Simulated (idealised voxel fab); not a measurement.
process module | voxel transistor to metal
cross-section cut | 180 nm wide | cells 5 nm
A cross-section is a grid of square cells, given in bands from the top down. A band is one or more rows of cells.
Each band's line starts with the height of the band's top and of its bottom, in nm. Then come its materials from left to right, each with its width in nm. One material with "throughout" fills the band from edge to edge. "air" is empty space.
Height 0 is the level under which the wafer as received is all one material. The lowest band goes on downwards, as in "0 down".
A width such as "30 to 40" changes by the same amount from each row of cells to the next, from the band's top row to its bottom row.
"no change" after a step means that no cell of the cross-section changed.
closed voids: empty space of 8 cells or more with no open way to the top, each as width x height at its distance from the left edge, in nm
after a step's settings: what the simulator itself notes on the step
overlay nm, on a step with a mask: how far to the right of its planned place the mask lay; to the left if negative
plan
1 op RECEIVE | material Si
2 op OXIDIZE | depth nm 5
3 op CONFORMAL_DEP | material SiN | thk nm 10
4 op DIRECTIONAL_DEP | material aC | thk nm 15
5 op PATTERN | tone cover | mask id ACTIVE | material resist | width nm 125 | thk nm 35 | overlay nm 0
6 op DIRECTIONAL_ETCH | etch materials aC | depth nm 15
7 op STRIP | etch materials resist
8 op DIRECTIONAL_ETCH | etch materials SiN | depth nm 10
9 op DIRECTIONAL_ETCH | etch materials SiO2 | depth nm 5
10 op DIRECTIONAL_ETCH | etch materials Si | depth nm 35
11 op STRIP | etch materials aC
12 op OXIDIZE | depth nm 5
13 op FILL_DEP | material SiO2 | thk nm 5
14 op CMP | height nm 10
15 op SELECTIVE_ETCH | etch materials SiO2 | depth nm 5
16 op STRIP | etch materials SiN
17 op SELECTIVE_ETCH | etch materials SiO2 | depth nm 5
18 op OXIDIZE | depth nm 5
19 op DIRECTIONAL_DEP | material polySi | thk nm 25
20 op DIRECTIONAL_DEP | material SiCN | thk nm 15
21 op DIRECTIONAL_DEP | material aC | thk nm 10
22 op PATTERN | tone cover | mask id GATE | material resist | width nm 35 | thk nm 30 | overlay nm 0
23 op DIRECTIONAL_ETCH | etch materials aC | depth nm 10
24 op STRIP | etch materials resist
25 op DIRECTIONAL_ETCH | etch materials SiCN | depth nm 25
26 op DIRECTIONAL_ETCH | etch materials polySi | depth nm 35
27 op STRIP | etch materials aC
28 op CONFORMAL_DEP | material SiN | thk nm 5
29 op DIRECTIONAL_ETCH | etch materials SiN | depth nm 5
30 op DIRECTIONAL_ETCH | etch materials SiO2 | depth nm 5
31 op DIRECTIONAL_ETCH | etch materials Si | depth nm 5
32 op EPI | material pSi | thk nm 10
33 op FILL_DEP | material SiO2 | thk nm 10
34 op CMP | height nm 20
35 op STRIP | etch materials polySi
36 op SELECTIVE_ETCH | etch materials SiO2 | depth nm 5
37 op CONFORMAL_DEP | material HfO2 | thk nm 5
38 op CONFORMAL_DEP | material TiN | thk nm 5
39 op FILL_DEP | material W | thk nm 10
40 op CMP | height nm 15
41 op DIRECTIONAL_DEP | material SiO2 | thk nm 10
42 op MASKED_ETCH | tone open | mask id CONTACT | width nm 15 | pitch nm 90 | etch materials SiO2 | depth nm 30 | overlay nm 0
43 op CONFORMAL_DEP | material TiN | thk nm 5
44 op FILL_DEP | material W | thk nm 5
45 op CMP | height nm 25
46 op CONFORMAL_DEP | material SiN | thk nm 5
47 op DIRECTIONAL_DEP | material lowk | thk nm 20
48 op PATTERN | tone open | mask id METAL_1 | material resist | width nm 15 | pitch nm 90 | thk nm 15 | overlay nm 0
49 op DIRECTIONAL_ETCH | etch materials lowk | depth nm 20
50 op DIRECTIONAL_ETCH | etch materials SiN | depth nm 5
51 op STRIP | etch materials resist
52 op CONFORMAL_DEP | material TiN | thk nm 5
53 op FILL_DEP | material Cu | thk nm 5
54 op CMP | height nm 50
55 op EPI | material Ru | thk nm 5
56 op FILL_DEP | material SiCN | thk nm 5
first wafer, as planned
as received, after step 1
  0 down: Si throughout
  closed voids: none
after step 2
  0 to -5: SiO2 throughout
  below -5: unchanged
after step 3
  10 to 0: SiN throughout
  below 0: unchanged
after step 4
  25 to 10: aC throughout
  below 10: unchanged
after step 5
  60 to 25: air 25 | resist 125 | air 30
  below 25: unchanged
after step 6
  45 to 25: air 25 | resist 125 | air 30
  25 to 10: air 25 | aC 125 | air 30
  below 10: unchanged
after step 7
  25 to 10: air 25 | aC 125 | air 30
  below 10: unchanged
after step 8
  25 to 10: air 25 | aC 125 | air 30
  10 to 0: air 25 | SiN 125 | air 30
  below 0: unchanged
after step 9
  25 to 10: air 25 | aC 125 | air 30
  10 to 0: air 25 | SiN 125 | air 30
  0 to -5: air 25 | SiO2 125 | air 30
  below -5: unchanged
after step 10
  25 to 10: air 25 | aC 125 | air 30
  10 to 0: air 25 | SiN 125 | air 30
  0 to -5: air 25 | SiO2 125 | air 30
  -5 to -40: air 25 | Si 125 | air 30
  below -40: unchanged
after step 11
  10 to 0: air 25 | SiN 125 | air 30
  below 0: unchanged
after step 12
  10 to 0: air 25 | SiN 125 | air 30
  0 to -5: air 25 | SiO2 125 | air 30
  -5 to -40: air 25 | SiO2 5 | Si 115 | SiO2 5 | air 30
  -40 to -45: SiO2 30 | Si 115 | SiO2 35
  below -45: unchanged
after step 13
  15 to 10: SiO2 throughout
  10 to 0: SiO2 25 | SiN 125 | SiO2 30
  0 to -5: SiO2 throughout
  -5 to -45: SiO2 30 | Si 115 | SiO2 35
  below -45: unchanged
after step 14
  10 to 0: SiO2 25 | SiN 125 | SiO2 30
  below 0: unchanged
after step 15
  10 to 5: air 25 | SiN 125 | air 30
  below 5: unchanged
after step 16
  5 to 0: SiO2 25 | air 125 | SiO2 30
  below 0: unchanged
after step 17
  0 to -5: SiO2 20 | air 135 | SiO2 25
  below -5: unchanged
after step 18
  0 to -5: SiO2 20 | air 135 | SiO2 25
  -5 to -10: SiO2 throughout
  below -10: unchanged
after step 19
  25 to 20: polySi 20 | air 135 | polySi 25
  20 to 0: polySi throughout
  0 to -5: SiO2 20 | polySi 135 | SiO2 25
  below -5: unchanged
after step 20
  40 to 35: SiCN 20 | air 135 | SiCN 25
  35 to 25: SiCN throughout
  25 to 20: polySi 20 | SiCN 135 | polySi 25
  below 20: unchanged
after step 21
  50 to 45: aC 20 | air 135 | aC 25
  45 to 40: aC throughout
  40 to 35: SiCN 20 | aC 135 | SiCN 25
  below 35: unchanged
after step 22
  80 to 50: air 70 | resist 35 | air 75
  50 to 45: aC 20 | air 50 | resist 35 | air 50 | aC 25
  below 45: unchanged
after step 23
  70 to 45: air 70 | resist 35 | air 75
  45 to 40: air 70 | aC 35 | air 75
  40 to 35: SiCN 20 | air 50 | aC 35 | air 50 | SiCN 25
  below 35: unchanged
after step 24
  45 to 40: air 70 | aC 35 | air 75
  below 40: unchanged
after step 25
  45 to 35: air 70 | aC 35 | air 75
  35 to 25: air 70 | SiCN 35 | air 75
  25 to 20: polySi 20 | air 50 | SiCN 35 | air 50 | polySi 25
  below 20: unchanged
after step 26
  45 to 35: air 70 | aC 35 | air 75
  35 to 20: air 70 | SiCN 35 | air 75
  20 to 0: air 70 | polySi 35 | air 75
  0 to -5: SiO2 20 | air 50 | polySi 35 | air 50 | SiO2 25
  below -5: unchanged
after step 27
  35 to 20: air 70 | SiCN 35 | air 75
  below 20: unchanged
after step 28
  40 to 35: air 65 | SiN 45 | air 70
  35 to 20: air 65 | SiN 5 | SiCN 35 | SiN 5 | air 70
  20 to 5: air 65 | SiN 5 | polySi 35 | SiN 5 | air 70
  5 to 0: SiN 25 | air 40 | SiN 5 | polySi 35 | SiN 5 | air 40 | SiN 30
  0 to -5: SiO2 20 | SiN 50 | polySi 35 | SiN 50 | SiO2 25
  below -5: unchanged
after step 29
  35 to 20: air 65 | SiN 5 | SiCN 35 | SiN 5 | air 70
  20 to 0: air 65 | SiN 5 | polySi 35 | SiN 5 | air 70
  0 to -5: SiO2 20 | SiN 5 | air 40 | SiN 5 | polySi 35 | SiN 5 | air 40 | SiN 5 | SiO2 25
  below -5: unchanged
after step 30
  35 to 20: air 65 | SiN 5 | SiCN 35 | SiN 5 | air 70
  20 to 0: air 65 | SiN 5 | polySi 35 | SiN 5 | air 70
  0 to -5: air 20 | SiN 5 | air 40 | SiN 5 | polySi 35 | SiN 5 | air 40 | SiN 5 | air 25
  -5 to -10: SiO2 25 | air 40 | SiO2 45 | air 40 | SiO2 30
  below -10: unchanged
after step 31
  35 to 20: air 65 | SiN 5 | SiCN 35 | SiN 5 | air 70
  20 to 0: air 65 | SiN 5 | polySi 35 | SiN 5 | air 70
  0 to -5: air 20 | SiN 5 | air 40 | SiN 5 | polySi 35 | SiN 5 | air 40 | SiN 5 | air 25
  -5 to -10: SiO2 25 | air 40 | SiO2 45 | air 40 | SiO2 30
  -10 to -15: SiO2 30 | air 35 | Si 45 | air 35 | SiO2 35
  below -15: unchanged
after step 32
  35 to 20: air 65 | SiN 5 | SiCN 35 | SiN 5 | air 70
  20 to 0: air 65 | SiN 5 | polySi 35 | SiN 5 | air 70
  0 to -5: air 20 | SiN 5 | air 30 | pSi 10 | SiN 5 | polySi 35 | SiN 5 | pSi 10 | air 30 | SiN 5 | air 25
  -5 to -10: SiO2 25 | pSi 40 | SiO2 45 | pSi 40 | SiO2 30
  -10 to -15: SiO2 30 | pSi 35 | Si 45 | pSi 35 | SiO2 35
  below -15: unchanged
after step 33
  45 to 35: SiO2 throughout
  35 to 20: SiO2 65 | SiN 5 | SiCN 35 | SiN 5 | SiO2 70
  20 to 0: SiO2 65 | SiN 5 | polySi 35 | SiN 5 | SiO2 70
  0 to -5: SiO2 20 | SiN 5 | SiO2 30 | pSi 10 | SiN 5 | polySi 35 | SiN 5 | pSi 10 | SiO2 30 | SiN 5 | SiO2 25
  below -5: unchanged
after step 34
  20 to 0: SiO2 65 | SiN 5 | polySi 35 | SiN 5 | SiO2 70
  below 0: unchanged
after step 35
  20 to 0: SiO2 65 | SiN 5 | air 35 | SiN 5 | SiO2 70
  0 to -5: SiO2 20 | SiN 5 | SiO2 30 | pSi 10 | SiN 5 | air 35 | SiN 5 | pSi 10 | SiO2 30 | SiN 5 | SiO2 25
  below -5: unchanged
after step 36
  20 to 15: air 65 | SiN 5 | air 35 | SiN 5 | air 70
  15 to 0: SiO2 65 | SiN 5 | air 35 | SiN 5 | SiO2 70
  0 to -5: SiO2 20 | SiN 5 | SiO2 30 | pSi 10 | SiN 5 | air 35 | SiN 5 | pSi 10 | SiO2 30 | SiN 5 | SiO2 25
  -5 to -10: SiO2 25 | pSi 40 | air 45 | pSi 40 | SiO2 30
  below -10: unchanged
after step 37
  25 to 20: air 60 | HfO2 15 | air 25 | HfO2 15 | air 65
  20 to 15: HfO2 65 | SiN 5 | HfO2 5 | air 25 | HfO2 5 | SiN 5 | HfO2 70
  15 to 0: SiO2 65 | SiN 5 | HfO2 5 | air 25 | HfO2 5 | SiN 5 | SiO2 70
  0 to -5: SiO2 20 | SiN 5 | SiO2 30 | pSi 10 | SiN 5 | HfO2 5 | air 25 | HfO2 5 | SiN 5 | pSi 10 | SiO2 30 | SiN 5 | SiO2 25
  -5 to -10: SiO2 25 | pSi 40 | HfO2 45 | pSi 40 | SiO2 30
  below -10: unchanged
after step 38
  30 to 25: air 55 | TiN 25 | air 15 | TiN 25 | air 60
  25 to 20: TiN 60 | HfO2 15 | TiN 5 | air 15 | TiN 5 | HfO2 15 | TiN 65
  20 to 15: HfO2 65 | SiN 5 | HfO2 5 | TiN 5 | air 15 | TiN 5 | HfO2 5 | SiN 5 | HfO2 70
  15 to 0: SiO2 65 | SiN 5 | HfO2 5 | TiN 5 | air 15 | TiN 5 | HfO2 5 | SiN 5 | SiO2 70
  0 to -5: SiO2 20 | SiN 5 | SiO2 30 | pSi 10 | SiN 5 | HfO2 5 | TiN 25 | HfO2 5 | SiN 5 | pSi 10 | SiO2 30 | SiN 5 | SiO2 25
  below -5: unchanged
after step 39
  40 to 30: W throughout
  30 to 25: W 55 | TiN 25 | W 15 | TiN 25 | W 60
  25 to 20: TiN 60 | HfO2 15 | TiN 5 | W 15 | TiN 5 | HfO2 15 | TiN 65
  20 to 15: HfO2 65 | SiN 5 | HfO2 5 | TiN 5 | W 15 | TiN 5 | HfO2 5 | SiN 5 | HfO2 70
  15 to 0: SiO2 65 | SiN 5 | HfO2 5 | TiN 5 | W 15 | TiN 5 | HfO2 5 | SiN 5 | SiO2 70
  below 0: unchanged
after step 40
  15 to 0: SiO2 65 | SiN 5 | HfO2 5 | TiN 5 | W 15 | TiN 5 | HfO2 5 | SiN 5 | SiO2 70
  below 0: unchanged
after step 41
  25 to 15: SiO2 throughout
  below 15: unchanged
after step 42
  25 to 15: SiO2 35 | air 15 | SiO2 75 | air 15 | SiO2 40
  15 to 0: SiO2 35 | air 15 | SiO2 15 | SiN 5 | HfO2 5 | TiN 5 | W 15 | TiN 5 | HfO2 5 | SiN 5 | SiO2 15 | air 15 | SiO2 40
  0 to -5: SiO2 20 | SiN 5 | SiO2 10 | air 15 | SiO2 5 | pSi 10 | SiN 5 | HfO2 5 | TiN 25 | HfO2 5 | SiN 5 | pSi 10 | SiO2 5 | air 15 | SiO2 10 | SiN 5 | SiO2 25
  below -5: unchanged
after step 43
  30 to 25: TiN 40 | air 5 | TiN 85 | air 5 | TiN 45
  25 to 15: SiO2 35 | TiN 5 | air 5 | TiN 5 | SiO2 75 | TiN 5 | air 5 | TiN 5 | SiO2 40
  15 to 0: SiO2 35 | TiN 5 | air 5 | TiN 5 | SiO2 15 | SiN 5 | HfO2 5 | TiN 5 | W 15 | TiN 5 | HfO2 5 | SiN 5 | SiO2 15 | TiN 5 | air 5 | TiN 5 | SiO2 40
  0 to -5: SiO2 20 | SiN 5 | SiO2 10 | TiN 15 | SiO2 5 | pSi 10 | SiN 5 | HfO2 5 | TiN 25 | HfO2 5 | SiN 5 | pSi 10 | SiO2 5 | TiN 15 | SiO2 10 | SiN 5 | SiO2 25
  below -5: unchanged
after step 44
  35 to 30: W throughout
  30 to 25: TiN 40 | W 5 | TiN 85 | W 5 | TiN 45
  25 to 15: SiO2 35 | TiN 5 | W 5 | TiN 5 | SiO2 75 | TiN 5 | W 5 | TiN 5 | SiO2 40
  15 to 0: SiO2 35 | TiN 5 | W 5 | TiN 5 | SiO2 15 | SiN 5 | HfO2 5 | TiN 5 | W 15 | TiN 5 | HfO2 5 | SiN 5 | SiO2 15 | TiN 5 | W 5 | TiN 5 | SiO2 40
  below 0: unchanged
after step 45
  25 to 15: SiO2 35 | TiN 5 | W 5 | TiN 5 | SiO2 75 | TiN 5 | W 5 | TiN 5 | SiO2 40
  below 15: unchanged
after step 46
  30 to 25: SiN throughout
  below 25: unchanged
after step 47
  50 to 30: lowk throughout
  below 30: unchanged
after step 48
  65 to 50: resist 35 | air 15 | resist 75 | air 15 | resist 40
  below 50: unchanged
after step 49
  65 to 50: resist 35 | air 15 | resist 75 | air 15 | resist 40
  50 to 30: lowk 35 | air 15 | lowk 75 | air 15 | lowk 40
  below 30: unchanged
after step 50
  65 to 50: resist 35 | air 15 | resist 75 | air 15 | resist 40
  50 to 30: lowk 35 | air 15 | lowk 75 | air 15 | lowk 40
  30 to 25: SiN 35 | air 15 | SiN 75 | air 15 | SiN 40
  below 25: unchanged
after step 51
  50 to 30: lowk 35 | air 15 | lowk 75 | air 15 | lowk 40
  below 30: unchanged
after step 52
  55 to 50: TiN 40 | air 5 | TiN 85 | air 5 | TiN 45
  50 to 30: lowk 35 | TiN 5 | air 5 | TiN 5 | lowk 75 | TiN 5 | air 5 | TiN 5 | lowk 40
  30 to 25: SiN 35 | TiN 15 | SiN 75 | TiN 15 | SiN 40
  below 25: unchanged
after step 53
  60 to 55: Cu throughout
  55 to 50: TiN 40 | Cu 5 | TiN 85 | Cu 5 | TiN 45
  50 to 30: lowk 35 | TiN 5 | Cu 5 | TiN 5 | lowk 75 | TiN 5 | Cu 5 | TiN 5 | lowk 40
  below 30: unchanged
after step 54
  50 to 30: lowk 35 | TiN 5 | Cu 5 | TiN 5 | lowk 75 | TiN 5 | Cu 5 | TiN 5 | lowk 40
  below 30: unchanged
after step 55
  55 to 50: air 30 | Ru 25 | air 65 | Ru 25 | air 35
  below 50: unchanged
after step 56
  60 to 55: SiCN throughout
  55 to 50: SiCN 30 | Ru 25 | SiCN 65 | Ru 25 | SiCN 35
  below 50: unchanged
second wafer: like start, like plan, one mistake. Through step 17 it matches the first wafer
when step 18 should have ended
  0 to -5: SiO2 20 | air 135 | SiO2 25
  -5 to -15: SiO2 throughout
  below -15: unchanged
when step 19 should have ended
  25 to 20: polySi 20 | air 135 | polySi 25
  20 to 0: polySi throughout
  0 to -5: SiO2 20 | polySi 135 | SiO2 25
  below -5: unchanged
when step 20 should have ended
  40 to 35: SiCN 20 | air 135 | SiCN 25
  35 to 25: SiCN throughout
  25 to 20: polySi 20 | SiCN 135 | polySi 25
  below 20: unchanged
when step 21 should have ended
  50 to 45: aC 20 | air 135 | aC 25
  45 to 40: aC throughout
  40 to 35: SiCN 20 | aC 135 | SiCN 25
  below 35: unchanged
when step 22 should have ended
  80 to 50: air 70 | resist 35 | air 75
  50 to 45: aC 20 | air 50 | resist 35 | air 50 | aC 25
  below 45: unchanged
when step 23 should have ended
  70 to 45: air 70 | resist 35 | air 75
  45 to 40: air 70 | aC 35 | air 75
  40 to 35: SiCN 20 | air 50 | aC 35 | air 50 | SiCN 25
  below 35: unchanged
when step 24 should have ended
  45 to 40: air 70 | aC 35 | air 75
  below 40: unchanged
when step 25 should have ended
  45 to 35: air 70 | aC 35 | air 75
  35 to 25: air 70 | SiCN 35 | air 75
  25 to 20: polySi 20 | air 50 | SiCN 35 | air 50 | polySi 25
  below 20: unchanged
when step 26 should have ended
  45 to 35: air 70 | aC 35 | air 75
  35 to 20: air 70 | SiCN 35 | air 75
  20 to 0: air 70 | polySi 35 | air 75
  0 to -5: SiO2 20 | air 50 | polySi 35 | air 50 | SiO2 25
  below -5: unchanged
when step 27 should have ended
  35 to 20: air 70 | SiCN 35 | air 75
  below 20: unchanged
when step 28 should have ended
  40 to 35: air 65 | SiN 45 | air 70
  35 to 20: air 65 | SiN 5 | SiCN 35 | SiN 5 | air 70
  20 to 5: air 65 | SiN 5 | polySi 35 | SiN 5 | air 70
  5 to 0: SiN 25 | air 40 | SiN 5 | polySi 35 | SiN 5 | air 40 | SiN 30
  0 to -5: SiO2 20 | SiN 50 | polySi 35 | SiN 50 | SiO2 25
  below -5: unchanged
when step 29 should have ended
  35 to 20: air 65 | SiN 5 | SiCN 35 | SiN 5 | air 70
  20 to 0: air 65 | SiN 5 | polySi 35 | SiN 5 | air 70
  0 to -5: SiO2 20 | SiN 5 | air 40 | SiN 5 | polySi 35 | SiN 5 | air 40 | SiN 5 | SiO2 25
  below -5: unchanged
when step 30 should have ended
  35 to 20: air 65 | SiN 5 | SiCN 35 | SiN 5 | air 70
  20 to 0: air 65 | SiN 5 | polySi 35 | SiN 5 | air 70
  0 to -5: air 20 | SiN 5 | air 40 | SiN 5 | polySi 35 | SiN 5 | air 40 | SiN 5 | air 25
  -5 to -10: SiO2 25 | air 40 | SiO2 45 | air 40 | SiO2 30
  below -10: unchanged
when step 31 should have ended: no change
when step 32 should have ended: no change
when step 33 should have ended
  45 to 35: SiO2 throughout
  35 to 20: SiO2 65 | SiN 5 | SiCN 35 | SiN 5 | SiO2 70
  20 to 0: SiO2 65 | SiN 5 | polySi 35 | SiN 5 | SiO2 70
  0 to -5: SiO2 20 | SiN 5 | SiO2 40 | SiN 5 | polySi 35 | SiN 5 | SiO2 40 | SiN 5 | SiO2 25
  -5 to -15: SiO2 throughout
  below -15: unchanged
when step 34 should have ended
  20 to 0: SiO2 65 | SiN 5 | polySi 35 | SiN 5 | SiO2 70
  below 0: unchanged
when step 35 should have ended
  20 to 0: SiO2 65 | SiN 5 | air 35 | SiN 5 | SiO2 70
  0 to -5: SiO2 20 | SiN 5 | SiO2 40 | SiN 5 | air 35 | SiN 5 | SiO2 40 | SiN 5 | SiO2 25
  below -5: unchanged
when step 36 should have ended
  20 to 15: air 65 | SiN 5 | air 35 | SiN 5 | air 70
  15 to 0: SiO2 65 | SiN 5 | air 35 | SiN 5 | SiO2 70
  0 to -5: SiO2 20 | SiN 5 | SiO2 40 | SiN 5 | air 35 | SiN 5 | SiO2 40 | SiN 5 | SiO2 25
  -5 to -10: SiO2 65 | air 45 | SiO2 70
  below -10: unchanged
when step 37 should have ended
  25 to 20: air 60 | HfO2 15 | air 25 | HfO2 15 | air 65
  20 to 15: HfO2 65 | SiN 5 | HfO2 5 | air 25 | HfO2 5 | SiN 5 | HfO2 70
  15 to 0: SiO2 65 | SiN 5 | HfO2 5 | air 25 | HfO2 5 | SiN 5 | SiO2 70
  0 to -5: SiO2 20 | SiN 5 | SiO2 40 | SiN 5 | HfO2 5 | air 25 | HfO2 5 | SiN 5 | SiO2 40 | SiN 5 | SiO2 25
  -5 to -10: SiO2 65 | HfO2 45 | SiO2 70
  below -10: unchanged
when step 38 should have ended
  30 to 25: air 55 | TiN 25 | air 15 | TiN 25 | air 60
  25 to 20: TiN 60 | HfO2 15 | TiN 5 | air 15 | TiN 5 | HfO2 15 | TiN 65
  20 to 15: HfO2 65 | SiN 5 | HfO2 5 | TiN 5 | air 15 | TiN 5 | HfO2 5 | SiN 5 | HfO2 70
  15 to 0: SiO2 65 | SiN 5 | HfO2 5 | TiN 5 | air 15 | TiN 5 | HfO2 5 | SiN 5 | SiO2 70
  0 to -5: SiO2 20 | SiN 5 | SiO2 40 | SiN 5 | HfO2 5 | TiN 25 | HfO2 5 | SiN 5 | SiO2 40 | SiN 5 | SiO2 25
  below -5: unchanged
when step 39 should have ended
  40 to 30: W throughout
  30 to 25: W 55 | TiN 25 | W 15 | TiN 25 | W 60
  25 to 20: TiN 60 | HfO2 15 | TiN 5 | W 15 | TiN 5 | HfO2 15 | TiN 65
  20 to 15: HfO2 65 | SiN 5 | HfO2 5 | TiN 5 | W 15 | TiN 5 | HfO2 5 | SiN 5 | HfO2 70
  15 to 0: SiO2 65 | SiN 5 | HfO2 5 | TiN 5 | W 15 | TiN 5 | HfO2 5 | SiN 5 | SiO2 70
  below 0: unchanged
when step 40 should have ended
  15 to 0: SiO2 65 | SiN 5 | HfO2 5 | TiN 5 | W 15 | TiN 5 | HfO2 5 | SiN 5 | SiO2 70
  below 0: unchanged
when step 41 should have ended
  25 to 15: SiO2 throughout
  below 15: unchanged
when step 42 should have ended
  25 to 15: SiO2 35 | air 15 | SiO2 75 | air 15 | SiO2 40
  15 to 0: SiO2 35 | air 15 | SiO2 15 | SiN 5 | HfO2 5 | TiN 5 | W 15 | TiN 5 | HfO2 5 | SiN 5 | SiO2 15 | air 15 | SiO2 40
  0 to -5: SiO2 20 | SiN 5 | SiO2 10 | air 15 | SiO2 15 | SiN 5 | HfO2 5 | TiN 25 | HfO2 5 | SiN 5 | SiO2 15 | air 15 | SiO2 10 | SiN 5 | SiO2 25
  below -5: unchanged
when step 43 should have ended
  30 to 25: TiN 40 | air 5 | TiN 85 | air 5 | TiN 45
  25 to 15: SiO2 35 | TiN 5 | air 5 | TiN 5 | SiO2 75 | TiN 5 | air 5 | TiN 5 | SiO2 40
  15 to 0: SiO2 35 | TiN 5 | air 5 | TiN 5 | SiO2 15 | SiN 5 | HfO2 5 | TiN 5 | W 15 | TiN 5 | HfO2 5 | SiN 5 | SiO2 15 | TiN 5 | air 5 | TiN 5 | SiO2 40
  0 to -5: SiO2 20 | SiN 5 | SiO2 10 | TiN 15 | SiO2 15 | SiN 5 | HfO2 5 | TiN 25 | HfO2 5 | SiN 5 | SiO2 15 | TiN 15 | SiO2 10 | SiN 5 | SiO2 25
  below -5: unchanged
when step 44 should have ended
  35 to 30: W throughout
  30 to 25: TiN 40 | W 5 | TiN 85 | W 5 | TiN 45
  25 to 15: SiO2 35 | TiN 5 | W 5 | TiN 5 | SiO2 75 | TiN 5 | W 5 | TiN 5 | SiO2 40
  15 to 0: SiO2 35 | TiN 5 | W 5 | TiN 5 | SiO2 15 | SiN 5 | HfO2 5 | TiN 5 | W 15 | TiN 5 | HfO2 5 | SiN 5 | SiO2 15 | TiN 5 | W 5 | TiN 5 | SiO2 40
  below 0: unchanged
when step 45 should have ended
  25 to 15: SiO2 35 | TiN 5 | W 5 | TiN 5 | SiO2 75 | TiN 5 | W 5 | TiN 5 | SiO2 40
  below 15: unchanged
when step 46 should have ended
  30 to 25: SiN throughout
  below 25: unchanged
when step 47 should have ended
  50 to 30: lowk throughout
  below 30: unchanged
when step 48 should have ended
  65 to 50: resist 35 | air 15 | resist 75 | air 15 | resist 40
  below 50: unchanged
when step 49 should have ended
  65 to 50: resist 35 | air 15 | resist 75 | air 15 | resist 40
  50 to 30: lowk 35 | air 15 | lowk 75 | air 15 | lowk 40
  below 30: unchanged
when step 50 should have ended
  65 to 50: resist 35 | air 15 | resist 75 | air 15 | resist 40
  50 to 30: lowk 35 | air 15 | lowk 75 | air 15 | lowk 40
  30 to 25: SiN 35 | air 15 | SiN 75 | air 15 | SiN 40
  below 25: unchanged
when step 51 should have ended
  50 to 30: lowk 35 | air 15 | lowk 75 | air 15 | lowk 40
  below 30: unchanged
when step 52 should have ended
  55 to 50: TiN 40 | air 5 | TiN 85 | air 5 | TiN 45
  50 to 30: lowk 35 | TiN 5 | air 5 | TiN 5 | lowk 75 | TiN 5 | air 5 | TiN 5 | lowk 40
  30 to 25: SiN 35 | TiN 15 | SiN 75 | TiN 15 | SiN 40
  below 25: unchanged
when step 53 should have ended
  60 to 55: Cu throughout
  55 to 50: TiN 40 | Cu 5 | TiN 85 | Cu 5 | TiN 45
  50 to 30: lowk 35 | TiN 5 | Cu 5 | TiN 5 | lowk 75 | TiN 5 | Cu 5 | TiN 5 | lowk 40
  below 30: unchanged
when step 54 should have ended
  50 to 30: lowk 35 | TiN 5 | Cu 5 | TiN 5 | lowk 75 | TiN 5 | Cu 5 | TiN 5 | lowk 40
  below 30: unchanged
when step 55 should have ended
  55 to 50: air 30 | Ru 25 | air 65 | Ru 25 | air 35
  below 50: unchanged
when step 56 should have ended
  60 to 55: SiCN throughout
  55 to 50: SiCN 30 | Ru 25 | SiCN 65 | Ru 25 | SiCN 35
  below 50: unchanged
what went wrong: step 18 ran as: op OXIDIZE | depth nm 10
at the end the second wafer has, in cells: 9 fewer of Si | 43 more of SiO2 | 34 fewer of pSi
